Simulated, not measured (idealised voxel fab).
Module name: voxel wiring stack (process module)
The cross-section on display is named cut; it measures 245 nm wide, and its cells are 5 nm squares.
Cross-section layout: square cells on a grid; listed as bands, top to bottom; a band spans one or more cell rows. Top, bottom (nm), then materials left to right with widths (nm); lone material tagged "full width" fills the whole band edge to edge; "blank" = empty space. Counting heights begins at 0, where everything beneath is, in the wafer as received, one material. The lowest band has no bottom; it goes on downwards, as "from 0 down" shows. Per-row width for "30->40": begins at first number (top row of band), ends at second number (bottom row), increment between rows held constant. "nothing got changed" -> step changed no cross-section cell. Each empty space that has no open way to the top and spans at least 8 cells appears under "Enclosed void listing" as width x height at distance, the distance counted from the left edge, all in nm. Whatever follows a step's settings on its line is a remark the simulator itself makes about that step. The line of a step may include "overlay nm". On a step with a mask, this value is how far to the right of its planned place the mask lay. A negative value means the mask lay to the left.
Listed below are the process steps as planned
| 1 | RECEIVE [material Si] |
| 2 | CONFORMAL_DEP [material SiO2] [thk nm 10] |
| 3 | DIRECTIONAL_DEP [material TiN] [thk nm 5] |
| 4 | DIRECTIONAL_DEP [material Ru] [thk nm 20] |
| 5 | PATTERN [tone cover] [mask id METAL_1] [material resist] [width nm 20] [pitch nm 35] [thk nm 15] [overlay nm 0] |
| 6 | DIRECTIONAL_ETCH [etch materials Ru] [depth nm 20] |
| 7 | DIRECTIONAL_ETCH [etch materials TiN] [depth nm 5] |
| 8 | STRIP [etch materials resist] |
| 9 | CONFORMAL_DEP [material SiN] [thk nm 5] |
| 10 | FILL_DEP [material SiO2] [thk nm 5] |
| 11 | CMP [height nm 35] |
| 12 | CONFORMAL_DEP [material SiCN] [thk nm 5] |
| 13 | DIRECTIONAL_DEP [material SiO2] [thk nm 20] |
| 14 | DIRECTIONAL_DEP [material aC] [thk nm 15] |
| 15 | PATTERN [tone open] [mask id PLUG_1] [material resist] [width nm 15] [pitch nm 70] [thk nm 30] [overlay nm 0] |
| 16 | DIRECTIONAL_ETCH [etch materials aC] [depth nm 15] |
| 17 | STRIP [etch materials resist] |
| 18 | DIRECTIONAL_ETCH [etch materials SiO2] [depth nm 20] |
| 19 | DIRECTIONAL_ETCH [etch materials SiCN] [depth nm 5] |
| 20 | STRIP [etch materials aC] |
| 21 | EPI [material Ru] [thk nm 10] |
| 22 | EPI [material Ru] [thk nm 10] |
| 23 | EPI [material Ru] [thk nm 5] |
| 24 | DIRECTIONAL_DEP [material TiN] [thk nm 5] |
| 25 | DIRECTIONAL_DEP [material Ru] [thk nm 20] |
| 26 | MASKED_ETCH [tone cover] [mask id METAL_2] [width nm 20] [pitch nm 35] [etch materials Ru] [depth nm 20] [overlay nm 0] |
| 27 | MASKED_ETCH [tone cover] [mask id METAL_2] [width nm 20] [pitch nm 35] [etch materials TiN] [depth nm 5] [overlay nm 0] |
| 28 | FILL_DEP [material SiO2] [thk nm 10] |
| 29 | CMP [height nm 85] |
| 30 | CONFORMAL_DEP [material SiCN] [thk nm 5] |
| 31 | DIRECTIONAL_DEP [material SiO2] [thk nm 15] |
| 32 | MASKED_ETCH [tone open] [mask id PLUG_2] [width nm 15] [pitch nm 35] [etch materials SiO2] [depth nm 15] [overlay nm 0] |
| 33 | MASKED_ETCH [tone open] [mask id PLUG_2] [width nm 15] [pitch nm 35] [etch materials SiCN] [depth nm 5] [overlay nm 0] |
| 34 | CONFORMAL_DEP [material TiN] [thk nm 5] |
| 35 | FILL_DEP [material W] [thk nm 5] |
| 36 | CMP [height nm 105] |
| 37 | DIRECTIONAL_DEP [material TiN] [thk nm 5] |
| 38 | DIRECTIONAL_DEP [material W] [thk nm 25] |
| 39 | PATTERN [tone cover] [mask id METAL_3] [material resist] [width nm 20] [pitch nm 35] [thk nm 20] [overlay nm 0] |
| 40 | DIRECTIONAL_ETCH [etch materials W] [depth nm 25] |
| 41 | DIRECTIONAL_ETCH [etch materials TiN] [depth nm 5] |
| 42 | STRIP [etch materials resist] |
| 43 | FILL_DEP [material SiO2] [thk nm 5] |
| 44 | CMP [height nm 135] |
| 45 | CONFORMAL_DEP [material SiN] [thk nm 5] |
Cross-section of the wafer upon arrival, representing the state reached after step 1
    from 0 down = Si full width
    Enclosed void listing: none
Result of the module, cross-sectioned: start per above, plan per above, one error in how it was run
    from 140 to 135 = SiN full width
    from 135 to 110 = SiO2: 60, then W: 20, then SiO2: 15, then W: 20, then SiO2: 15, then W: 20, then SiO2: 15, then W: 20, then SiO2: 60
    from 110 to 105 = SiO2: 60, then TiN: 20, then SiO2: 15, then TiN: 20, then SiO2: 15, then TiN: 20, then SiO2: 15, then TiN: 20, then SiO2: 60
    from 105 to 90 = SiO2: 60, then TiN: 5, then W: 5, then TiN: 5, then SiO2: 20, then TiN: 5, then W: 5, then TiN: 5, then SiO2: 20, then TiN: 5, then W: 5, then TiN: 5, then SiO2: 20, then TiN: 5, then W: 5, then TiN: 5, then SiO2: 65
    from 90 to 85 = SiCN: 60, then TiN: 15, then SiCN: 20, then TiN: 15, then SiCN: 20, then TiN: 15, then SiCN: 20, then TiN: 15, then SiCN: 65
    from 85 to 65 = SiO2: 60, then Ru: 20, then SiO2: 15, then Ru: 20, then SiO2: 15, then Ru: 20, then SiO2: 15, then Ru: 20, then SiO2: 60
    from 65 to 60 = SiO2: 55, then TiN: 25, then SiO2: 10, then TiN: 25, then SiO2: 10, then TiN: 25, then SiO2: 10, then TiN: 25, then SiO2: 60
    from 60 to 40 = SiO2: 60, then Ru: 15, then SiO2: 55, then Ru: 15, then SiO2: 100
    from 40 to 35 = SiCN: 60, then Ru: 15, then SiCN: 55, then Ru: 15, then SiCN: 100
    from 35 to 15 = SiO2: 55, then SiN: 5, then Ru: 20, then SiN: 5, then SiO2: 5, then SiN: 5, then Ru: 20, then SiN: 5, then SiO2: 5, then SiN: 5, then Ru: 20, then SiN: 5, then SiO2: 5, then SiN: 5, then Ru: 20, then SiN: 5, then SiO2: 55
    from 15 to 10 = SiN: 60, then TiN: 20, then SiN: 15, then TiN: 20, then SiN: 15, then TiN: 20, then SiN: 15, then TiN: 20, then SiN: 60
    from 10 to 0 = SiO2 full width
    from 0 down = Si full width
    Enclosed void listing: none
Deviation noted in wafer processing: step 27 changed vs plan, executed as MASKED_ETCH [tone cover] [mask id METAL_2] [width nm 20] [pitch nm 35] [etch materials TiN] [depth nm 5] [overlay nm -5]
